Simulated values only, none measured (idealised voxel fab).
voxel ribs on slabs: a process module
Displayed cross-section: cut, width of 195 nm, square cells sized 5 nm.
Cross-section, as written here: a square-cell grid given band by band from the top down, where a band holds one or more rows of cells.
It is stipulated that each band's entry specify, in nanometres, the height of the top of the band and then that of its bottom, followed by the materials of the band in left-to-right sequence, each together with its width in nanometres. A single material marked by the word "all across" is understood to fill the band from edge to edge; the word "blank" is understood to denote empty space.
Height datum 0, below which the as-received substrate wafer is one material. Lowest band open at the bottom, running downward: "0 down".
Graded width ("30->40"): value in top row of band = first number; value in bottom row = second number; row-to-row change constant.
"no change" means the step left every cell of the cross-section as it was.
Look at "Voids, sealed" for the closed voids: empty spaces with no open path to the top, sized 8 cells or up. Each is width x height at distance, distance from the left edge, all nm.
Step line, after settings: the simulator's comment on this step.
overlay nm: mask right of planned place by this much (step with mask). Neg. = left.

# Steps in the process plan
1) op RECEIVE | material Si
2) op DIRECTIONAL_DEP | material SiO2 | thk nm 20
3) op DIRECTIONAL_DEP | material polySi | thk nm 15
4) op MASKED_ETCH | tone cover | mask id RIB | width nm 15 | etch materials polySi | depth nm 5 | overlay nm 0
5) op DIRECTIONAL_DEP | material aC | thk nm 15
6) op PATTERN | tone cover | mask id SLAB | material resist | width nm 55 | thk nm 35 | overlay nm 0
7) op DIRECTIONAL_ETCH | etch materials aC | depth nm 15
8) op STRIP | etch materials resist
9) op DIRECTIONAL_ETCH | etch materials polySi | depth nm 10
10) op STRIP | etch materials aC
11) op FILL_DEP | material SiO2 | thk nm 30
12) op CMP | height nm 55
13) op DIRECTIONAL_DEP | material TiN | thk nm 5
14) op DIRECTIONAL_DEP | material aC | thk nm 15
15) op PATTERN | tone cover | mask id HEATER | material resist | width nm 25 | thk nm 30 | overlay nm 0
16) op DIRECTIONAL_ETCH | etch materials aC | depth nm 15
17) op STRIP | etch materials resist
18) op DIRECTIONAL_ETCH | etch materials TiN | depth nm 5
19) op STRIP | etch materials aC
20) op CONFORMAL_DEP | material SiN | thk nm 5

# Cross-section of the wafer upon arrival, representing the state reached after step 1
- 0 down: Si all across
- Voids, sealed: none

# First of two wafers at the end of the module, shown in cross-section; run carried out as planned
- 65 to 60: 80 blank | 35 SiN | 80 blank
- 60 to 55: 85 SiN | 25 TiN | 85 SiN
- 55 to 35: SiO2 all across
- 35 to 30: 90 SiO2 | 15 polySi | 90 SiO2
- 30 to 20: 70 SiO2 | 55 polySi | 70 SiO2
- 20 to 0: SiO2 all across
- 0 down: Si all across
- Voids, sealed: none

# Cross-section of the latter of the two wafers at module completion. It had an identical start and an identical plan to the former; in running it, one mistake was made
- 60 to 55: 85 blank | 25 TiN | 85 blank
- 55 to 35: SiO2 all across
- 35 to 30: 90 SiO2 | 15 polySi | 90 SiO2
- 30 to 20: 70 SiO2 | 55 polySi | 70 SiO2
- 20 to 0: SiO2 all across
- 0 down: Si all across
- Voids, sealed: none
Against the plan, the run slipped here: step 20 of the plan: omitted, not performed
Count the cells at the end and the second wafer has more or fewer of some materials than the first: SiN -41
